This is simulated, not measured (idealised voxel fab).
The document below concerns the process module designated voxel double patterning.
Cross-sectional view cut (width: 270 nm; square cell size: 5 nm).
A cross-section in this document is a grid of square cells, and it is written down as bands, the top band listed before the ones below it; a band is made up of one or more rows of cells.
Heights first: top, then bottom, in nm. Then materials, left to right, each with a width in nm. "throughout" on a single material: fills the band edge to edge. "blank": empty space.
The level at which height equals 0 is the one under which the wafer, as it arrives, is entirely one material. No lower edge exists for the bottom band, which continues downward and is notated as in "0 -> down".
The notation "30..40" denotes a width that varies across the rows of cells in the band, beginning at the first number in the top row, finishing at the second number in the bottom row, and changing by an identical amount from each row to the next.
Key: "nothing different" - step with no changed cell in the cross-section.
"Enclosed void listing" lists enclosed empty spaces (at least 8 cells, no open path upward to the top), each as width x height at distance from the left edge, in nm.
It should be noted that, on the line of a given step, the content following the step's settings is a remark produced by the simulator itself with respect to that step.
overlay nm: on a step with a mask, how far right of its planned place the mask lay; negative means left.
Every pair from here on: before one process step, after it. The after cross-section reaches only to the lowest band that changed. Below the pair: the step in between and its settings. Pairs can belong to different runs of this module on the same starting wafer; a pair carries on from the pair above only if the entry headed "Pre-step view" says so.
PRE-STEP VIEW
* 0 -> down = Si throughout
* Enclosed void listing: none
RESULTING CROSS-SECTION
* 5 -> 0 = SiN throughout
* Unchanged below 0.
* Enclosed void listing: none
The before and after cross-sections above are linked by CONFORMAL_DEP | material SiN | thk nm 5
Pre-step view: the pre-step structure is the one depicted after the step in the pair just above.
RESULTING CROSS-SECTION
* 20 -> 5 = SiO2 throughout
* Unchanged below 5.
* Enclosed void listing: none
The before and after cross-sections above are linked by DIRECTIONAL_DEP | material SiO2 | thk nm 15
Pre-step view: the pre-step structure is the one depicted after the step in the pair just above.
RESULTING CROSS-SECTION
* 25 -> 20 = SiCN throughout
* Unchanged below 20.
* Enclosed void listing: none
The before and after cross-sections above are linked by DIRECTIONAL_DEP | material SiCN | thk nm 5
Pre-step view: the pre-step structure is the one depicted after the step in the pair just above.
RESULTING CROSS-SECTION
* 45 -> 25 = 100 nm resist, 15 nm blank, 35 nm resist, 15 nm blank, 105 nm resist
* Unchanged below 25.
* Enclosed void listing: none
The before and after cross-sections above are linked by PATTERN | tone open | mask id FIRST | material resist | width nm 15 | pitch nm 50 | thk nm 20 | overlay nm 0
Pre-step view: the pre-step structure is the one depicted after the step in the pair just above.
RESULTING CROSS-SECTION
* 45 -> 25 = 100 nm resist, 15 nm blank, 35 nm resist, 15 nm blank, 105 nm resist
* 25 -> 20 = 100 nm SiCN, 15 nm blank, 35 nm SiCN, 15 nm blank, 105 nm SiCN
* Unchanged below 20.
* Enclosed void listing: none
The before and after cross-sections above are linked by DIRECTIONAL_ETCH | etch materials SiCN | depth nm 5
Pre-step view: the pre-step structure is the one depicted after the step in the pair just above.
RESULTING CROSS-SECTION
* 25 -> 20 = 100 nm SiCN, 15 nm blank, 35 nm SiCN, 15 nm blank, 105 nm SiCN
* Unchanged below 20.
* Enclosed void listing: none
The before and after cross-sections above are linked by STRIP | etch materials resist
Pre-step view: the pre-step structure is the one depicted after the step in the pair just above.
RESULTING CROSS-SECTION
* 45 -> 25 = 125 nm resist, 15 nm blank, 130 nm resist
* 25 -> 20 = 100 nm SiCN, 15 nm resist, 35 nm SiCN, 15 nm resist, 105 nm SiCN
* Unchanged below 20.
* Enclosed void listing: none
The before and after cross-sections above are linked by PATTERN | tone open | mask id SECOND | material resist | width nm 15 | thk nm 20 | overlay nm 0
Pre-step view: the pre-step structure is the one depicted after the step in the pair just above.
RESULTING CROSS-SECTION
* 45 -> 25 = 125 nm resist, 15 nm blank, 130 nm resist
* 25 -> 20 = 100 nm SiCN, 15 nm resist, 10 nm SiCN, 15 nm blank, 10 nm SiCN, 15 nm resist, 105 nm SiCN
* Unchanged below 20.
* Enclosed void listing: none
The before and after cross-sections above are linked by DIRECTIONAL_ETCH | etch materials SiCN | depth nm 5
Pre-step view: the pre-step structure is the one depicted after the step in the pair just above.
RESULTING CROSS-SECTION
* 25 -> 20 = 100 nm SiCN, 15 nm blank, 10 nm SiCN, 15 nm blank, 10 nm SiCN, 15 nm blank, 105 nm SiCN
* Unchanged below 20.
* Enclosed void listing: none
The before and after cross-sections above are linked by STRIP | etch materials resist
Pre-step view: the pre-step structure is the one depicted after the step in the pair just above.
RESULTING CROSS-SECTION
* 25 -> 20 = 100 nm SiCN, 15 nm blank, 10 nm SiCN, 15 nm blank, 10 nm SiCN, 15 nm blank, 105 nm SiCN
* 20 -> 5 = 100 nm SiO2, 15 nm blank, 10 nm SiO2, 15 nm blank, 10 nm SiO2, 15 nm blank, 105 nm SiO2
* Unchanged below 5.
* Enclosed void listing: none
The before and after cross-sections above are linked by DIRECTIONAL_ETCH | etch materials SiO2 | depth nm 15
Pre-step view: the pre-step structure is the one depicted after the step in the pair just above.
RESULTING CROSS-SECTION
* 20 -> 5 = 100 nm SiO2, 15 nm blank, 10 nm SiO2, 15 nm blank, 10 nm SiO2, 15 nm blank, 105 nm SiO2
* Unchanged below 5.
* Enclosed void listing: none
The before and after cross-sections above are linked by STRIP | etch materials SiCN
PRE-STEP VIEW
* 0 -> down = Si throughout
* Enclosed void listing: none
RESULTING CROSS-SECTION
* 15 -> 0 = SiO2 throughout
* Unchanged below 0.
* Enclosed void listing: none
The before and after cross-sections above are linked by DIRECTIONAL_DEP | material SiO2 | thk nm 15
Pre-step view: the pre-step structure is the one depicted after the step in the pair just above.
RESULTING CROSS-SECTION
* 20 -> 15 = SiCN throughout
* Unchanged below 15.
* Enclosed void listing: none
The before and after cross-sections above are linked by DIRECTIONAL_DEP | material SiCN | thk nm 5
Pre-step view: the pre-step structure is the one depicted after the step in the pair just above.
RESULTING CROSS-SECTION
* 40 -> 20 = 100 nm resist, 15 nm blank, 35 nm resist, 15 nm blank, 105 nm resist
* Unchanged below 20.
* Enclosed void listing: none
The before and after cross-sections above are linked by PATTERN | tone open | mask id FIRST | material resist | width nm 15 | pitch nm 50 | thk nm 20 | overlay nm 0
Pre-step view: the pre-step structure is the one depicted after the step in the pair just above.
RESULTING CROSS-SECTION
* 40 -> 20 = 100 nm resist, 15 nm blank, 35 nm resist, 15 nm blank, 105 nm resist
* 20 -> 15 = 100 nm SiCN, 15 nm blank, 35 nm SiCN, 15 nm blank, 105 nm SiCN
* Unchanged below 15.
* Enclosed void listing: none
The before and after cross-sections above are linked by DIRECTIONAL_ETCH | etch materials SiCN | depth nm 5
Pre-step view: the pre-step structure is the one depicted after the step in the pair just above.
RESULTING CROSS-SECTION
* 20 -> 15 = 100 nm SiCN, 15 nm blank, 35 nm SiCN, 15 nm blank, 105 nm SiCN
* Unchanged below 15.
* Enclosed void listing: none
The before and after cross-sections above are linked by STRIP | etch materials resist
Pre-step view: the pre-step structure is the one depicted after the step in the pair just above.
RESULTING CROSS-SECTION
* 40 -> 20 = 125 nm resist, 15 nm blank, 130 nm resist
* 20 -> 15 = 100 nm SiCN, 15 nm resist, 35 nm SiCN, 15 nm resist, 105 nm SiCN
* Unchanged below 15.
* Enclosed void listing: none
The before and after cross-sections above are linked by PATTERN | tone open | mask id SECOND | material resist | width nm 15 | thk nm 20 | overlay nm 0
Pre-step view: the pre-step structure is the one depicted after the step in the pair just above.
RESULTING CROSS-SECTION
* 40 -> 20 = 125 nm resist, 15 nm blank, 130 nm resist
* 20 -> 15 = 100 nm SiCN, 15 nm resist, 10 nm SiCN, 15 nm blank, 10 nm SiCN, 15 nm resist, 105 nm SiCN
* Unchanged below 15.
* Enclosed void listing: none
The before and after cross-sections above are linked by DIRECTIONAL_ETCH | etch materials SiCN | depth nm 5
Pre-step view: the pre-step structure is the one depicted after the step in the pair just above.
RESULTING CROSS-SECTION
* 20 -> 15 = 100 nm SiCN, 15 nm blank, 10 nm SiCN, 15 nm blank, 10 nm SiCN, 15 nm blank, 105 nm SiCN
* Unchanged below 15.
* Enclosed void listing: none
The before and after cross-sections above are linked by STRIP | etch materials resist
Pre-step view: the pre-step structure is the one depicted after the step in the pair just above.
RESULTING CROSS-SECTION
* 20 -> 15 = 100 nm SiCN, 15 nm blank, 10 nm SiCN, 15 nm blank, 10 nm SiCN, 15 nm blank, 105 nm SiCN
* 15 -> 0 = 100 nm SiO2, 15 nm blank, 10 nm SiO2, 15 nm blank, 10 nm SiO2, 15 nm blank, 105 nm SiO2
* Unchanged below 0.
* Enclosed void listing: none
The before and after cross-sections above are linked by DIRECTIONAL_ETCH | etch materials SiO2 | depth nm 15
Pre-step view: the pre-step structure is the one depicted after the step in the pair just above.
RESULTING CROSS-SECTION
* 15 -> 0 = 100 nm SiO2, 15 nm blank, 10 nm SiO2, 15 nm blank, 10 nm SiO2, 15 nm blank, 105 nm SiO2
* Unchanged below 0.
* Enclosed void listing: none
The before and after cross-sections above are linked by STRIP | etch materials SiCN
PRE-STEP VIEW
* 20 -> 5 = SiO2 throughout
* 5 -> 0 = SiN throughout
* 0 -> down = Si throughout
* Enclosed void listing: none
RESULTING CROSS-SECTION
* 35 -> 5 = SiO2 throughout
* Unchanged below 5.
* Enclosed void listing: none
The before and after cross-sections above are linked by DIRECTIONAL_DEP | material SiO2 | thk nm 15
Pre-step view: the pre-step structure is the one depicted after the step in the pair just above.
RESULTING CROSS-SECTION
* 40 -> 35 = SiCN throughout
* Unchanged below 35.
* Enclosed void listing: none
The before and after cross-sections above are linked by DIRECTIONAL_DEP | material SiCN | thk nm 5
Pre-step view: the pre-step structure is the one depicted after the step in the pair just above.
RESULTING CROSS-SECTION
* 60 -> 40 = 100 nm resist, 15 nm blank, 35 nm resist, 15 nm blank, 105 nm resist
* Unchanged below 40.
* Enclosed void listing: none
The before and after cross-sections above are linked by PATTERN | tone open | mask id FIRST | material resist | width nm 15 | pitch nm 50 | thk nm 20 | overlay nm 0
Pre-step view: the pre-step structure is the one depicted after the step in the pair just above.
RESULTING CROSS-SECTION
* 60 -> 40 = 100 nm resist, 15 nm blank, 35 nm resist, 15 nm blank, 105 nm resist
* 40 -> 35 = 100 nm SiCN, 15 nm blank, 35 nm SiCN, 15 nm blank, 105 nm SiCN
* Unchanged below 35.
* Enclosed void listing: none
The before and after cross-sections above are linked by DIRECTIONAL_ETCH | etch materials SiCN | depth nm 5
Pre-step view: the pre-step structure is the one depicted after the step in the pair just above.
RESULTING CROSS-SECTION
* 40 -> 35 = 100 nm SiCN, 15 nm blank, 35 nm SiCN, 15 nm blank, 105 nm SiCN
* Unchanged below 35.
* Enclosed void listing: none
The before and after cross-sections above are linked by STRIP | etch materials resist
Pre-step view: the pre-step structure is the one depicted after the step in the pair just above.
RESULTING CROSS-SECTION
* 60 -> 40 = 125 nm resist, 15 nm blank, 130 nm resist
* 40 -> 35 = 100 nm SiCN, 15 nm resist, 35 nm SiCN, 15 nm resist, 105 nm SiCN
* Unchanged below 35.
* Enclosed void listing: none
The before and after cross-sections above are linked by PATTERN | tone open | mask id SECOND | material resist | width nm 15 | thk nm 20 | overlay nm 0
Pre-step view: the pre-step structure is the one depicted after the step in the pair just above.
RESULTING CROSS-SECTION
* 60 -> 40 = 125 nm resist, 15 nm blank, 130 nm resist
* 40 -> 35 = 100 nm SiCN, 15 nm resist, 10 nm SiCN, 15 nm blank, 10 nm SiCN, 15 nm resist, 105 nm SiCN
* Unchanged below 35.
* Enclosed void listing: none
The before and after cross-sections above are linked by DIRECTIONAL_ETCH | etch materials SiCN | depth nm 5
Pre-step view: the pre-step structure is the one depicted after the step in the pair just above.
RESULTING CROSS-SECTION
* 40 -> 35 = 100 nm SiCN, 15 nm blank, 10 nm SiCN, 15 nm blank, 10 nm SiCN, 15 nm blank, 105 nm SiCN
* Unchanged below 35.
* Enclosed void listing: none
The before and after cross-sections above are linked by STRIP | etch materials resist
Pre-step view: the pre-step structure is the one depicted after the step in the pair just above.
RESULTING CROSS-SECTION
* 40 -> 35 = 100 nm SiCN, 15 nm blank, 10 nm SiCN, 15 nm blank, 10 nm SiCN, 15 nm blank, 105 nm SiCN
* 35 -> 20 = 100 nm SiO2, 15 nm blank, 10 nm SiO2, 15 nm blank, 10 nm SiO2, 15 nm blank, 105 nm SiO2
* Unchanged below 20.
* Enclosed void listing: none
The before and after cross-sections above are linked by DIRECTIONAL_ETCH | etch materials SiO2 | depth nm 15
Pre-step view: the pre-step structure is the one depicted after the step in the pair just above.
RESULTING CROSS-SECTION
* 35 -> 20 = 100 nm SiO2, 15 nm blank, 10 nm SiO2, 15 nm blank, 10 nm SiO2, 15 nm blank, 105 nm SiO2
* Unchanged below 20.
* Enclosed void listing: none
The before and after cross-sections above are linked by STRIP | etch materials SiCN
PRE-STEP VIEW
* 15 -> 0 = SiO2 throughout
* 0 -> down = Si throughout
* Enclosed void listing: none
RESULTING CROSS-SECTION
* 20 -> 15 = SiN throughout
* Unchanged below 15.
* Enclosed void listing: none
The before and after cross-sections above are linked by CONFORMAL_DEP | material SiN | thk nm 5
Pre-step view: the pre-step structure is the one depicted after the step in the pair just above.
RESULTING CROSS-SECTION
* 25 -> 20 = SiCN throughout
* Unchanged below 20.
* Enclosed void listing: none
The before and after cross-sections above are linked by DIRECTIONAL_DEP | material SiCN | thk nm 5
Pre-step view: the pre-step structure is the one depicted after the step in the pair just above.
RESULTING CROSS-SECTION
* 45 -> 25 = 100 nm resist, 15 nm blank, 35 nm resist, 15 nm blank, 105 nm resist
* Unchanged below 25.
* Enclosed void listing: none
The before and after cross-sections above are linked by PATTERN | tone open | mask id FIRST | material resist | width nm 15 | pitch nm 50 | thk nm 20 | overlay nm 0
Pre-step view: the pre-step structure is the one depicted after the step in the pair just above.
RESULTING CROSS-SECTION
* 45 -> 25 = 100 nm resist, 15 nm blank, 35 nm resist, 15 nm blank, 105 nm resist
* 25 -> 20 = 100 nm SiCN, 15 nm blank, 35 nm SiCN, 15 nm blank, 105 nm SiCN
* Unchanged below 20.
* Enclosed void listing: none
The before and after cross-sections above are linked by DIRECTIONAL_ETCH | etch materials SiCN | depth nm 5
Pre-step view: the pre-step structure is the one depicted after the step in the pair just above.
RESULTING CROSS-SECTION
* 25 -> 20 = 100 nm SiCN, 15 nm blank, 35 nm SiCN, 15 nm blank, 105 nm SiCN
* Unchanged below 20.
* Enclosed void listing: none
The before and after cross-sections above are linked by STRIP | etch materials resist
Pre-step view: the pre-step structure is the one depicted after the step in the pair just above.
RESULTING CROSS-SECTION
* 45 -> 25 = 125 nm resist, 15 nm blank, 130 nm resist
* 25 -> 20 = 100 nm SiCN, 15 nm resist, 35 nm SiCN, 15 nm resist, 105 nm SiCN
* Unchanged below 20.
* Enclosed void listing: none
The before and after cross-sections above are linked by PATTERN | tone open | mask id SECOND | material resist | width nm 15 | thk nm 20 | overlay nm 0
Pre-step view: the pre-step structure is the one depicted after the step in the pair just above.
RESULTING CROSS-SECTION
* 45 -> 25 = 125 nm resist, 15 nm blank, 130 nm resist
* 25 -> 20 = 100 nm SiCN, 15 nm resist, 10 nm SiCN, 15 nm blank, 10 nm SiCN, 15 nm resist, 105 nm SiCN
* Unchanged below 20.
* Enclosed void listing: none
The before and after cross-sections above are linked by DIRECTIONAL_ETCH | etch materials SiCN | depth nm 5
Pre-step view: the pre-step structure is the one depicted after the step in the pair just above.
RESULTING CROSS-SECTION
* 25 -> 20 = 100 nm SiCN, 15 nm blank, 10 nm SiCN, 15 nm blank, 10 nm SiCN, 15 nm blank, 105 nm SiCN
* Unchanged below 20.
* Enclosed void listing: none
The before and after cross-sections above are linked by STRIP | etch materials resist
Pre-step view: the pre-step structure is the one depicted after the step in the pair just above.
RESULTING CROSS-SECTION
* 20 -> 15 = SiN throughout
* Unchanged below 15.
* Enclosed void listing: none
The before and after cross-sections above are linked by STRIP | etch materials SiCN
PRE-STEP VIEW
* 25 -> 20 = 100 nm SiCN, 15 nm blank, 10 nm SiCN, 15 nm blank, 10 nm SiCN, 15 nm blank, 105 nm SiCN
* 20 -> 5 = SiO2 throughout
* 5 -> 0 = SiN throughout
* 0 -> down = Si throughout
* Enclosed void listing: none
RESULTING CROSS-SECTION
* 25 -> 20 = 100 nm SiCN, 15 nm blank, 10 nm SiCN, 15 nm blank, 10 nm SiCN, 15 nm blank, 105 nm SiCN
* 20 -> 15 = 100 nm SiO2, 15 nm blank, 10 nm SiO2, 15 nm blank, 10 nm SiO2, 15 nm blank, 105 nm SiO2
* Unchanged below 15.
* Enclosed void listing: none
The before and after cross-sections above are linked by DIRECTIONAL_ETCH | etch materials SiO2 | depth nm 5
Pre-step view: the pre-step structure is the one depicted after the step in the pair just above.
RESULTING CROSS-SECTION
* 20 -> 15 = 100 nm SiO2, 15 nm blank, 10 nm SiO2, 15 nm blank, 10 nm SiO2, 15 nm blank, 105 nm SiO2
* Unchanged below 15.
* Enclosed void listing: none
The before and after cross-sections above are linked by STRIP | etch materials SiCN
PRE-STEP VIEW
* 25 -> 20 = 100 nm SiCN, 15 nm blank, 35 nm SiCN, 15 nm blank, 105 nm SiCN
* 20 -> 5 = SiO2 throughout
* 5 -> 0 = SiN throughout
* 0 -> down = Si throughout
* Enclosed void listing: none
RESULTING CROSS-SECTION
* 45 -> 25 = 120 nm resist, 25 nm blank, 125 nm resist
* 25 -> 20 = 100 nm SiCN, 15 nm resist, 35 nm SiCN, 15 nm resist, 105 nm SiCN
* Unchanged below 20.
* Enclosed void listing: none
The before and after cross-sections above are linked by PATTERN | tone open | mask id SECOND | material resist | width nm 25 | thk nm 20 | overlay nm 0
Pre-step view: the pre-step structure is the one depicted after the step in the pair just above.
RESULTING CROSS-SECTION
* 45 -> 25 = 120 nm resist, 25 nm blank, 125 nm resist
* 25 -> 20 = 100 nm SiCN, 15 nm resist, 5 nm SiCN, 25 nm blank, 5 nm SiCN, 15 nm resist, 105 nm SiCN
* Unchanged below 20.
* Enclosed void listing: none
The before and after cross-sections above are linked by DIRECTIONAL_ETCH | etch materials SiCN | depth nm 5
Pre-step view: the pre-step structure is the one depicted after the step in the pair just above.
RESULTING CROSS-SECTION
* 25 -> 20 = 100 nm SiCN, 15 nm blank, 5 nm SiCN, 25 nm blank, 5 nm SiCN, 15 nm blank, 105 nm SiCN
* Unchanged below 20.
* Enclosed void listing: none
The before and after cross-sections above are linked by STRIP | etch materials resist
Pre-step view: the pre-step structure is the one depicted after the step in the pair just above.
RESULTING CROSS-SECTION
* 25 -> 20 = 100 nm SiCN, 15 nm blank, 5 nm SiCN, 25 nm blank, 5 nm SiCN, 15 nm blank, 105 nm SiCN
* 20 -> 5 = 100 nm SiO2, 15 nm blank, 5 nm SiO2, 25 nm blank, 5 nm SiO2, 15 nm blank, 105 nm SiO2
* Unchanged below 5.
* Enclosed void listing: none
The before and after cross-sections above are linked by DIRECTIONAL_ETCH | etch materials SiO2 | depth nm 15
Pre-step view: the pre-step structure is the one depicted after the step in the pair just above.
RESULTING CROSS-SECTION
* 20 -> 5 = 100 nm SiO2, 15 nm blank, 5 nm SiO2, 25 nm blank, 5 nm SiO2, 15 nm blank, 105 nm SiO2
* Unchanged below 5.
* Enclosed void listing: none
The before and after cross-sections above are linked by STRIP | etch materials SiCN
PRE-STEP VIEW
* 25 -> 20 = 100 nm SiCN, 15 nm blank, 35 nm SiCN, 15 nm blank, 105 nm SiCN
* 20 -> 5 = SiO2 throughout
* 5 -> 0 = SiN throughout
* 0 -> down = Si throughout
* Enclosed void listing: none
RESULTING CROSS-SECTION
* 45 -> 25 = 135 nm resist, 15 nm blank, 120 nm resist
* 25 -> 20 = 100 nm SiCN, 15 nm resist, 35 nm SiCN, 15 nm resist, 105 nm SiCN
* Unchanged below 20.
* Enclosed void listing: none
The before and after cross-sections above are linked by PATTERN | tone open | mask id SECOND | material resist | width nm 15 | thk nm 20 | overlay nm 10
Pre-step view: the pre-step structure is the one depicted after the step in the pair just above.
RESULTING CROSS-SECTION
* 45 -> 25 = 135 nm resist, 15 nm blank, 120 nm resist
* 25 -> 20 = 100 nm SiCN, 15 nm resist, 20 nm SiCN, 15 nm blank, 15 nm resist, 105 nm SiCN
* Unchanged below 20.
* Enclosed void listing: none
The before and after cross-sections above are linked by DIRECTIONAL_ETCH | etch materials SiCN | depth nm 5
Pre-step view: the pre-step structure is the one depicted after the step in the pair just above.
RESULTING CROSS-SECTION
* 25 -> 20 = 100 nm SiCN, 15 nm blank, 20 nm SiCN, 30 nm blank, 105 nm SiCN
* Unchanged below 20.
* Enclosed void listing: none
The before and after cross-sections above are linked by STRIP | etch materials resist
Pre-step view: the pre-step structure is the one depicted after the step in the pair just above.
RESULTING CROSS-SECTION
* 25 -> 20 = 100 nm SiCN, 15 nm blank, 20 nm SiCN, 30 nm blank, 105 nm SiCN
* 20 -> 5 = 100 nm SiO2, 15 nm blank, 20 nm SiO2, 30 nm blank, 105 nm SiO2
* Unchanged below 5.
* Enclosed void listing: none
The before and after cross-sections above are linked by DIRECTIONAL_ETCH | etch materials SiO2 | depth nm 15
Pre-step view: the pre-step structure is the one depicted after the step in the pair just above.
RESULTING CROSS-SECTION
* 20 -> 5 = 100 nm SiO2, 15 nm blank, 20 nm SiO2, 30 nm blank, 105 nm SiO2
* Unchanged below 5.
* Enclosed void listing: none
The before and after cross-sections above are linked by STRIP | etch materials SiCN
PRE-STEP VIEW
* 0 -> down = Si throughout
* Enclosed void listing: none
RESULTING CROSS-SECTION
* 5 -> 0 = SiO2 throughout
* Unchanged below 0.
* Enclosed void listing: none
The before and after cross-sections above are linked by CONFORMAL_DEP | material SiO2 | thk nm 5
Pre-step view: the pre-step structure is the one depicted after the step in the pair just above.
RESULTING CROSS-SECTION
* 20 -> 0 = SiO2 throughout
* Unchanged below 0.
* Enclosed void listing: none
The before and after cross-sections above are linked by DIRECTIONAL_DEP | material SiO2 | thk nm 15
Pre-step view: the pre-step structure is the one depicted after the step in the pair just above.
RESULTING CROSS-SECTION
* 25 -> 20 = SiCN throughout
* Unchanged below 20.
* Enclosed void listing: none
The before and after cross-sections above are linked by DIRECTIONAL_DEP | material SiCN | thk nm 5
Pre-step view: the pre-step structure is the one depicted after the step in the pair just above.
RESULTING CROSS-SECTION
* 45 -> 25 = 100 nm resist, 15 nm blank, 35 nm resist, 15 nm blank, 105 nm resist
* Unchanged below 25.
* Enclosed void listing: none
The before and after cross-sections above are linked by PATTERN | tone open | mask id FIRST | material resist | width nm 15 | pitch nm 50 | thk nm 20 | overlay nm 0
Pre-step view: the pre-step structure is the one depicted after the step in the pair just above.
RESULTING CROSS-SECTION
* 45 -> 25 = 100 nm resist, 15 nm blank, 35 nm resist, 15 nm blank, 105 nm resist
* 25 -> 20 = 100 nm SiCN, 15 nm blank, 35 nm SiCN, 15 nm blank, 105 nm SiCN
* Unchanged below 20.
* Enclosed void listing: none
The before and after cross-sections above are linked by DIRECTIONAL_ETCH | etch materials SiCN | depth nm 5
Pre-step view: the pre-step structure is the one depicted after the step in the pair just above.
RESULTING CROSS-SECTION
* 25 -> 20 = 100 nm SiCN, 15 nm blank, 35 nm SiCN, 15 nm blank, 105 nm SiCN
* Unchanged below 20.
* Enclosed void listing: none
The before and after cross-sections above are linked by STRIP | etch materials resist
Pre-step view: the pre-step structure is the one depicted after the step in the pair just above.
RESULTING CROSS-SECTION
* 45 -> 25 = 125 nm resist, 15 nm blank, 130 nm resist
* 25 -> 20 = 100 nm SiCN, 15 nm resist, 35 nm SiCN, 15 nm resist, 105 nm SiCN
* Unchanged below 20.
* Enclosed void listing: none
The before and after cross-sections above are linked by PATTERN | tone open | mask id SECOND | material resist | width nm 15 | thk nm 20 | overlay nm 0
Pre-step view: the pre-step structure is the one depicted after the step in the pair just above.
RESULTING CROSS-SECTION
* 45 -> 25 = 125 nm resist, 15 nm blank, 130 nm resist
* 25 -> 20 = 100 nm SiCN, 15 nm resist, 10 nm SiCN, 15 nm blank, 10 nm SiCN, 15 nm resist, 105 nm SiCN
* Unchanged below 20.
* Enclosed void listing: none
The before and after cross-sections above are linked by DIRECTIONAL_ETCH | etch materials SiCN | depth nm 5
Pre-step view: the pre-step structure is the one depicted after the step in the pair just above.
RESULTING CROSS-SECTION
* 25 -> 20 = 100 nm SiCN, 15 nm blank, 10 nm SiCN, 15 nm blank, 10 nm SiCN, 15 nm blank, 105 nm SiCN
* Unchanged below 20.
* Enclosed void listing: none
The before and after cross-sections above are linked by STRIP | etch materials resist
Pre-step view: the pre-step structure is the one depicted after the step in the pair just above.
RESULTING CROSS-SECTION
* 25 -> 20 = 100 nm SiCN, 15 nm blank, 10 nm SiCN, 15 nm blank, 10 nm SiCN, 15 nm blank, 105 nm SiCN
* 20 -> 5 = 100 nm SiO2, 15 nm blank, 10 nm SiO2, 15 nm blank, 10 nm SiO2, 15 nm blank, 105 nm SiO2
* Unchanged below 5.
* Enclosed void listing: none
The before and after cross-sections above are linked by DIRECTIONAL_ETCH | etch materials SiO2 | depth nm 15
Pre-step view: the pre-step structure is the one depicted after the step in the pair just above.
RESULTING CROSS-SECTION
* 20 -> 5 = 100 nm SiO2, 15 nm blank, 10 nm SiO2, 15 nm blank, 10 nm SiO2, 15 nm blank, 105 nm SiO2
* Unchanged below 5.
* Enclosed void listing: none
The before and after cross-sections above are linked by STRIP | etch materials SiCN
PRE-STEP VIEW
* 25 -> 20 = 100 nm SiCN, 15 nm blank, 35 nm SiCN, 15 nm blank, 105 nm SiCN
* 20 -> 5 = SiO2 throughout
* 5 -> 0 = SiN throughout
* 0 -> down = Si throughout
* Enclosed void listing: none
RESULTING CROSS-SECTION
* 45 -> 25 = 125 nm blank, 15 nm resist, 130 nm blank
* Unchanged below 25.
* Enclosed void listing: none
The before and after cross-sections above are linked by PATTERN | tone cover | mask id SECOND | material resist | width nm 15 | thk nm 20 | overlay nm 0
Pre-step view: the pre-step structure is the one depicted after the step in the pair just above.
RESULTING CROSS-SECTION
* 45 -> 25 = 125 nm blank, 15 nm resist, 130 nm blank
* 25 -> 20 = 125 nm blank, 15 nm SiCN, 130 nm blank
* Unchanged below 20.
* Enclosed void listing: none
The before and after cross-sections above are linked by DIRECTIONAL_ETCH | etch materials SiCN | depth nm 5
Pre-step view: the pre-step structure is the one depicted after the step in the pair just above.
RESULTING CROSS-SECTION
* 25 -> 20 = 125 nm blank, 15 nm SiCN, 130 nm blank
* Unchanged below 20.
* Enclosed void listing: none
The before and after cross-sections above are linked by STRIP | etch materials resist
Pre-step view: the pre-step structure is the one depicted after the step in the pair just above.
RESULTING CROSS-SECTION
* 25 -> 20 = 125 nm blank, 15 nm SiCN, 130 nm blank
* 20 -> 5 = 125 nm blank, 15 nm SiO2, 130 nm blank
* Unchanged below 5.
* Enclosed void listing: none
The before and after cross-sections above are linked by DIRECTIONAL_ETCH | etch materials SiO2 | depth nm 15
Pre-step view: the pre-step structure is the one depicted after the step in the pair just above.
RESULTING CROSS-SECTION
* 20 -> 5 = 125 nm blank, 15 nm SiO2, 130 nm blank
* Unchanged below 5.
* Enclosed void listing: none
The before and after cross-sections above are linked by STRIP | etch materials SiCN
